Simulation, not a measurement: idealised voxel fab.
process module | voxel ribs on slabs
cross-section cut | 270 nm wide | cells 5 nm
A cross-section is a grid of square cells, given in bands from the top down. A band is one or more rows of cells.
Each band's line starts with the height of the band's top and of its bottom, in nm. Then come its materials from left to right, each with its width in nm. One material with "throughout" fills the band from edge to edge. "air" is empty space.
Height 0 is the level under which the wafer as received is all one material. The lowest band goes on downwards, as in "0 down".
A width such as "30 to 40" changes by the same amount from each row of cells to the next, from the band's top row to its bottom row.
"no change" after a step means that no cell of the cross-section changed.
closed voids: empty space of 8 cells or more with no open way to the top, each as width x height at its distance from the left edge, in nm
after a step's settings: what the simulator itself notes on the step
overlay nm, on a step with a mask: how far to the right of its planned place the mask lay; to the left if negative
plan
1 op RECEIVE | material Si
2 op DIRECTIONAL_DEP | material SiO2 | thk nm 25
3 op DIRECTIONAL_DEP | material polySi | thk nm 25
4 op DIRECTIONAL_DEP | material aC | thk nm 15
5 op PATTERN | tone cover | mask id RIB | material resist | width nm 20 | thk nm 30 | overlay nm 0
6 op DIRECTIONAL_ETCH | etch materials aC | depth nm 15
7 op STRIP | etch materials resist
8 op DIRECTIONAL_ETCH | etch materials polySi | depth nm 15
9 op STRIP | etch materials aC
10 op MASKED_ETCH | tone cover | mask id SLAB | width nm 70 | etch materials polySi | depth nm 10 | overlay nm 0
11 op FILL_DEP | material SiO2 | thk nm 30
12 op CMP | height nm 70
13 op DIRECTIONAL_DEP | material TiN | thk nm 10
14 op MASKED_ETCH | tone cover | mask id HEATER | width nm 30 | etch materials TiN | depth nm 10 | overlay nm 0
15 op CONFORMAL_DEP | material SiO2 | thk nm 10
as received, after step 1
  0 down: Si throughout
  closed voids: none
a wafer at the end: this start, this plan, one mistake
  80 to 70: air 120 | TiN 30 | air 120
  70 to 50: SiO2 throughout
  50 to 35: SiO2 125 | polySi 20 | SiO2 125
  35 to 25: SiO2 100 | polySi 70 | SiO2 100
  25 to 0: SiO2 throughout
  0 down: Si throughout
  closed voids: none
what went wrong: step 15 was left out
